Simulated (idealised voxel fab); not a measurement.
This is a process module. Its name is voxel released beams.
Square cell edge 5 nm, section width 260 nm, ID cut.
Format of a cross-section: grid, square cells. Given as bands. Order: top down. Band: one or more rows of cells.
The entry gives the band's vertical extent as a top height and a bottom height in nm, then its horizontal make-up as materials from left to right, each with a width in nm. "blank" stands for empty space; a single material marked "throughout" fills the band edge to edge.
Heads up on the height convention: 0 is the point under which the incoming wafer is all one material, and the lowest band has no bottom, it just keeps going down, like "0 down".
A width such as "30..40" changes by the same amount from each row of cells to the next, from the band's top row to its bottom row.
Where a step carries "remains unaltered", the cross-section came out of it unchanged, cell for cell.
Voids not open to the top, 8 cells minimum: see "Enclosed voids". Written width x height at distance; distance is from the left edge; nm.
The remark found on a step's line after its settings is issued by the simulator itself and pertains to that step.
The line of a step may include "overlay nm". On a step with a mask, this value is how far to the right of its planned place the mask lay. A negative value means the mask lay to the left.
## Planned process steps
1,RECEIVE: material Si
2,CONFORMAL_DEP: material Al2O3, thk nm 5
3,DIRECTIONAL_DEP: material SiO2, thk nm 15
4,DIRECTIONAL_DEP: material aC, thk nm 10
5,PATTERN: tone open, mask id ANCHOR, material resist, width nm 45, thk nm 30, overlay nm 0
6,DIRECTIONAL_ETCH: etch materials aC, depth nm 10
7,STRIP: etch materials resist
8,DIRECTIONAL_ETCH: etch materials SiO2, depth nm 15
9,STRIP: etch materials aC
10,CONFORMAL_DEP: material SiN, thk nm 15
11,DIRECTIONAL_DEP: material aC, thk nm 10
12,PATTERN: tone cover, mask id BEAM, material resist, width nm 120, thk nm 30, overlay nm 0
13,DIRECTIONAL_ETCH: etch materials aC, depth nm 10
14,STRIP: etch materials resist
15,DIRECTIONAL_ETCH: etch materials SiN, depth nm 15
16,STRIP: etch materials aC
17,STRIP: etch materials SiO2
## This is the cross-section of the wafer as we received it, i.e. after step 1
	0 down  Si throughout
	Enclosed voids: none
## Figure: cross-sectional view of the wafer upon completion of the module, processed from the initial state and according to the plan depicted above, with one error introduced during execution
	35 to 20  blank (65) / SiN (65) / blank (130)
	20 to 5  blank (55) / SiN (15) / SiO2 (45) / SiN (70) / blank (75)
	5 to 0  Al2O3 throughout
	0 down  Si throughout
	Enclosed voids: none
Diagnosis: step 5 deviated from plan and actually ran as PATTERN: tone cover, mask id ANCHOR, material resist, width nm 45, thk nm 30, overlay nm 0
